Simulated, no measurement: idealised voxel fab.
The following is a process module called voxel trench capacitor.
Displayed cross-section: cut, width of 155 nm, square cells sized 5 nm.
Cross-section = grid of square cells, listed top down in bands; band = one or more rows.
Top, bottom (nm), then materials left to right with widths (nm); lone material tagged "edge to edge" fills the whole band edge to edge; "air" = empty space.
Heights are expressed relative to 0, this being the level below which the as-received wafer comprises one material exclusively. The lowest band is unbounded in the downward direction and is denoted as in "top 0, no bottom".
Top row gets the first number, bottom row gets the second, and each row in between changes by the same step: that is how a band width like "30..40" works.
It should be understood that the words "identical to before", when stated for a given step, signify that the cross-section underwent no change in any of its cells during that step.
In the "Enclosed voids" entry, you get each enclosed empty space of 8 cells or more, one with no open way to the top, written width x height at distance, distance from the left edge, in nm.
Note: text after step settings on the step line = simulator remark on that step.
overlay nm, on a step with a mask: how far to the right of its planned place the mask lay; to the left if negative

Process steps foreseen in the plan
step 1: RECEIVE: material Si
step 2: CONFORMAL_DEP: material SiN, thk nm 10
step 3: DIRECTIONAL_DEP: material aC, thk nm 15
step 4: PATTERN: tone open, mask id TRENCH, material resist, width nm 15, pitch nm 40, thk nm 35, overlay nm 0
step 5: DIRECTIONAL_ETCH: etch materials aC, depth nm 15
step 6: STRIP: etch materials resist
step 7: DIRECTIONAL_ETCH: etch materials SiN, depth nm 10
step 8: DIRECTIONAL_ETCH: etch materials Si, depth nm 30
step 9: STRIP: etch materials aC
step 10: CONFORMAL_DEP: material SiO2, thk nm 5
step 11: FILL_DEP: material polySi, thk nm 10
step 12: CMP: height nm 10

Wafer as received: cross-section following step 1
- top 0, no bottom = Si edge to edge
- Enclosed voids: none

Starting wafer: above. Plan: above. Run: one mistake. Cross-section after the module: below
- top 10, bottom 0 = 30 SiN, then 5 aC, then 5 polySi, then 5 aC, then 25 SiN, then 5 aC, then 5 polySi, then 5 aC, then 25 SiN, then 5 aC, then 5 polySi, then 5 aC, then 30 SiN
- top 0, bottom -25 = 30 Si, then 5 aC, then 5 polySi, then 5 aC, then 25 Si, then 5 aC, then 5 polySi, then 5 aC, then 25 Si, then 5 aC, then 5 polySi, then 5 aC, then 30 Si
- top -25, bottom -30 = 30 Si, then 15 aC, then 25 Si, then 15 aC, then 25 Si, then 15 aC, then 30 Si
- top -30, no bottom = Si edge to edge
- Enclosed voids: none
What was the processing mistake? step 10, actual vs plan mismatch, actual run CONFORMAL_DEP: material aC, thk nm 5
